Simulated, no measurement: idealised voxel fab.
The following process module bears the name voxel ribs on slabs.
Displayed cross-section: cut, width of 200 nm, square cells sized 5 nm.
The cross-sections in this document take the form of a grid made of square cells. They are written out as bands, in order from top to bottom. Each band consists of one or more rows of cells. Band: top height; bottom height; in nm. Then, left to right: material with width in nm, for each material. "full width": a single material spanning edge to edge. "air": empty space. The reference from which all heights are counted is 0, the level beneath which the as-received wafer is entirely one material; the lowest band, having no lower bound, proceeds downward and is written after the example "0 and below". Read "30 to 40" as a graded width: first number on top, second number at the bottom, same change between each pair of neighbouring rows. Step note "no change" = no cross-section cell changed. Entry "Enclosed void catalog" = empty spaces >= 8 cells with no open way to the top; each as width x height at distance, distance from left edge, all nm. Step line, after settings: the simulator's comment on this step. Regarding "overlay nm": on a step with a mask, it is the distance the mask lay to the right of its planned place; a negative value places it to the left.
# Intended process steps
1,RECEIVE [material Si]
2,DIRECTIONAL_DEP [material SiO2] [thk nm 25]
3,DIRECTIONAL_DEP [material SiN] [thk nm 20]
4,DIRECTIONAL_DEP [material aC] [thk nm 10]
5,PATTERN [tone cover] [mask id RIB] [material resist] [width nm 20] [thk nm 30] [overlay nm 0]
6,DIRECTIONAL_ETCH [etch materials aC] [depth nm 10]
7,STRIP [etch materials resist]
8,DIRECTIONAL_ETCH [etch materials SiN] [depth nm 10]
9,STRIP [etch materials aC]
10,PATTERN [tone cover] [mask id SLAB] [material resist] [width nm 80] [thk nm 15] [overlay nm 0]
11,DIRECTIONAL_ETCH [etch materials SiN] [depth nm 10]
12,STRIP [etch materials resist]
13,FILL_DEP [material SiO2] [thk nm 25]
14,CMP [height nm 65]
15,DIRECTIONAL_DEP [material W] [thk nm 10]
16,PATTERN [tone cover] [mask id HEATER] [material resist] [width nm 30] [thk nm 20] [overlay nm 0]
17,DIRECTIONAL_ETCH [etch materials W] [depth nm 10]
18,STRIP [etch materials resist]
19,CONFORMAL_DEP [material SiN] [thk nm 5]
# So, the first of our two wafers, run just as we planned it
# Wafer as received: cross-section following step 1
    0 and below: Si full width
    Enclosed void catalog: none
# State of the wafer after step 2, shown in cross-section
    25 down to 0: SiO2 full width
    below 0: unchanged
# State of the wafer after step 3, shown in cross-section
    45 down to 25: SiN full width
    below 25: unchanged
# State of the wafer after step 4, shown in cross-section
    55 down to 45: aC full width
    below 45: unchanged
# State of the wafer after step 5, shown in cross-section
    85 down to 55: air: 90 | resist: 20 | air: 90
    below 55: unchanged
# State of the wafer after step 6, shown in cross-section
    75 down to 55: air: 90 | resist: 20 | air: 90
    55 down to 45: air: 90 | aC: 20 | air: 90
    below 45: unchanged
# State of the wafer after step 7, shown in cross-section
    55 down to 45: air: 90 | aC: 20 | air: 90
    below 45: unchanged
# State of the wafer after step 8, shown in cross-section
    55 down to 45: air: 90 | aC: 20 | air: 90
    45 down to 35: air: 90 | SiN: 20 | air: 90
    below 35: unchanged
# State of the wafer after step 9, shown in cross-section
    45 down to 35: air: 90 | SiN: 20 | air: 90
    below 35: unchanged
# State of the wafer after step 10, shown in cross-section
    60 down to 45: air: 60 | resist: 80 | air: 60
    45 down to 35: air: 60 | resist: 30 | SiN: 20 | resist: 30 | air: 60
    below 35: unchanged
# State of the wafer after step 11, shown in cross-section
    60 down to 45: air: 60 | resist: 80 | air: 60
    45 down to 35: air: 60 | resist: 30 | SiN: 20 | resist: 30 | air: 60
    35 down to 25: air: 60 | SiN: 80 | air: 60
    below 25: unchanged
# State of the wafer after step 12, shown in cross-section
    45 down to 35: air: 90 | SiN: 20 | air: 90
    below 35: unchanged
# State of the wafer after step 13, shown in cross-section
    70 down to 45: SiO2 full width
    45 down to 35: SiO2: 90 | SiN: 20 | SiO2: 90
    35 down to 25: SiO2: 60 | SiN: 80 | SiO2: 60
    below 25: unchanged
# State of the wafer after step 14, shown in cross-section
    65 down to 45: SiO2 full width
    below 45: unchanged
# State of the wafer after step 15, shown in cross-section
    75 down to 65: W full width
    below 65: unchanged
# State of the wafer after step 16, shown in cross-section
    95 down to 75: air: 85 | resist: 30 | air: 85
    below 75: unchanged
# State of the wafer after step 17, shown in cross-section
    95 down to 75: air: 85 | resist: 30 | air: 85
    75 down to 65: air: 85 | W: 30 | air: 85
    below 65: unchanged
# State of the wafer after step 18, shown in cross-section
    75 down to 65: air: 85 | W: 30 | air: 85
    below 65: unchanged
# State of the wafer after step 19, shown in cross-section
    80 down to 75: air: 80 | SiN: 40 | air: 80
    75 down to 70: air: 80 | SiN: 5 | W: 30 | SiN: 5 | air: 80
    70 down to 65: SiN: 85 | W: 30 | SiN: 85
    below 65: unchanged
# The second wafer began exactly as the first did and followed the same plan, but one mistake was made while running it; through step 2 inclusive, the two wafers are identical
# Cross-section of the second wafer when, according to plan, step 3 should have finished
    35 down to 25: aC full width
    below 25: unchanged
# Cross-section of the second wafer when, according to plan, step 4 should have finished
    55 down to 35: SiN full width
    below 35: unchanged
# Cross-section of the second wafer when, according to plan, step 5 should have finished
    85 down to 55: air: 90 | resist: 20 | air: 90
    below 55: unchanged
# Cross-section of the second wafer when, according to plan, step 6 should have finished
    75 down to 55: air: 90 | resist: 20 | air: 90
    below 55: unchanged
# Cross-section of the second wafer when, according to plan, step 7 should have finished
    55 down to 35: SiN full width
    below 35: unchanged
# Cross-section of the second wafer when, according to plan, step 8 should have finished
    45 down to 35: SiN full width
    below 35: unchanged
Cross-section of the second wafer when, according to plan, step 9 should have finished: no change
# Cross-section of the second wafer when, according to plan, step 10 should have finished
    60 down to 45: air: 60 | resist: 80 | air: 60
    below 45: unchanged
# Cross-section of the second wafer when, according to plan, step 11 should have finished
    60 down to 45: air: 60 | resist: 80 | air: 60
    45 down to 35: air: 60 | SiN: 80 | air: 60
    below 35: unchanged
# Cross-section of the second wafer when, according to plan, step 12 should have finished
    45 down to 35: air: 60 | SiN: 80 | air: 60
    below 35: unchanged
# Cross-section of the second wafer when, according to plan, step 13 should have finished
    70 down to 45: SiO2 full width
    45 down to 35: SiO2: 60 | SiN: 80 | SiO2: 60
    below 35: unchanged
# Cross-section of the second wafer when, according to plan, step 14 should have finished
    65 down to 45: SiO2 full width
    below 45: unchanged
# Cross-section of the second wafer when, according to plan, step 15 should have finished
    75 down to 65: W full width
    below 65: unchanged
# Cross-section of the second wafer when, according to plan, step 16 should have finished
    95 down to 75: air: 85 | resist: 30 | air: 85
    below 75: unchanged
# Cross-section of the second wafer when, according to plan, step 17 should have finished
    95 down to 75: air: 85 | resist: 30 | air: 85
    75 down to 65: air: 85 | W: 30 | air: 85
    below 65: unchanged
# Cross-section of the second wafer when, according to plan, step 18 should have finished
    75 down to 65: air: 85 | W: 30 | air: 85
    below 65: unchanged
# Cross-section of the second wafer when, according to plan, step 19 should have finished
    80 down to 75: air: 80 | SiN: 40 | air: 80
    75 down to 70: air: 80 | SiN: 5 | W: 30 | SiN: 5 | air: 80
    70 down to 65: SiN: 85 | W: 30 | SiN: 85
    below 65: unchanged
The plan and the run diverged here: steps 3 and 4 of the plan were each performed in the slot designated for the other
The second wafer ends with more or fewer cells of some materials than the first, per final count: 8 fewer of SiN, 72 fewer of SiO2, 80 more of aC
